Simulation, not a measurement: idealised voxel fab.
The name of this process module is voxel ribs on slabs.
The figure presents cross-section cut, which has a width of 260 nm and is divided into square cells with an edge length of 5 nm.
If you're reading a cross-section in this doc, picture square cells in a grid; it comes to you as bands, top ones listed first down to the bottom, and a band can be one or more rows of cells.
This entry defines a band. It first specifies the height of the band's top and the height of its bottom in nm, and then specifies the band's materials from left to right, stating each material with its width in nm. The word "all across" identifies a single material that fills the band from edge to edge, while the word "air" identifies empty space.
Height datum 0, below which the as-received substrate wafer is one material. Lowest band open at the bottom, running downward: "0..down".
You'd read "30..40" like this: the band's top row of cells is as wide as the first number, its bottom row is as wide as the second, and going down, every row changes width by the same amount as the row before did.
Where a step carries "all unchanged", the cross-section came out of it unchanged, cell for cell.
This entry, "Unvented voids", enumerates those empty regions of no fewer than 8 cells that possess no open connection to the top. Each region is reported in the form width x height at distance, the distance being taken from the left edge, with all three quantities expressed in nm.
Step line, after settings: the simulator's comment on this step.
On any step carrying a mask, the "overlay nm" setting, if present on the step's line, tells how far right of its planned place the mask lay; negative values point to the left.

[Planned step list for the process]
- 1: RECEIVE, material Si
- 2: DIRECTIONAL_DEP, material SiO2, thk nm 25
- 3: DIRECTIONAL_DEP, material polySi, thk nm 25
- 4: MASKED_ETCH, tone cover, mask id RIB, width nm 25, etch materials polySi, depth nm 20, overlay nm 0
- 5: PATTERN, tone cover, mask id SLAB, material resist, width nm 65, thk nm 20, overlay nm 0
- 6: DIRECTIONAL_ETCH, etch materials polySi, depth nm 5
- 7: STRIP, etch materials resist
- 8: FILL_DEP, material SiO2, thk nm 30
- 9: CMP, height nm 70
- 10: DIRECTIONAL_DEP, material TiN, thk nm 5
- 11: DIRECTIONAL_DEP, material aC, thk nm 15
- 12: PATTERN, tone cover, mask id HEATER, material resist, width nm 35, thk nm 35, overlay nm 0
- 13: DIRECTIONAL_ETCH, etch materials aC, depth nm 15
- 14: STRIP, etch materials resist
- 15: DIRECTIONAL_ETCH, etch materials TiN, depth nm 5
- 16: STRIP, etch materials aC
- 17: CONFORMAL_DEP, material SiO2, thk nm 10

[The cross-section here shows the wafer as received, i.e. in its state after step 1]
> 0..down  Si all across
> Unvented voids: none

[First of two wafers at the end of the module, shown in cross-section; run carried out as planned]
> 85..80  air 100 nm; SiO2 55 nm; air 105 nm
> 80..75  SiO2 all across
> 75..70  SiO2 110 nm; TiN 35 nm; SiO2 115 nm
> 70..50  SiO2 all across
> 50..30  SiO2 115 nm; polySi 25 nm; SiO2 120 nm
> 30..25  SiO2 95 nm; polySi 65 nm; SiO2 100 nm
> 25..0  SiO2 all across
> 0..down  Si all across
> Unvented voids: none

[Second wafer cross-section at end of module - shared start and plan with the first, one mistake in the run]
> 85..80  air 100 nm; SiO2 55 nm; air 105 nm
> 80..75  SiO2 all across
> 75..70  SiO2 110 nm; TiN 35 nm; SiO2 115 nm
> 70..50  SiO2 all across
> 50..30  SiO2 105 nm; polySi 25 nm; SiO2 130 nm
> 30..25  SiO2 95 nm; polySi 65 nm; SiO2 100 nm
> 25..0  SiO2 all across
> 0..down  Si all across
> Unvented voids: none
Short version of what went wrong: rather than as planned, step 4 actually ran as MASKED_ETCH, tone cover, mask id RIB, width nm 25, etch materials polySi, depth nm 20, overlay nm -10
Final wafers compared: equal cell tally per material, rearranged layout.
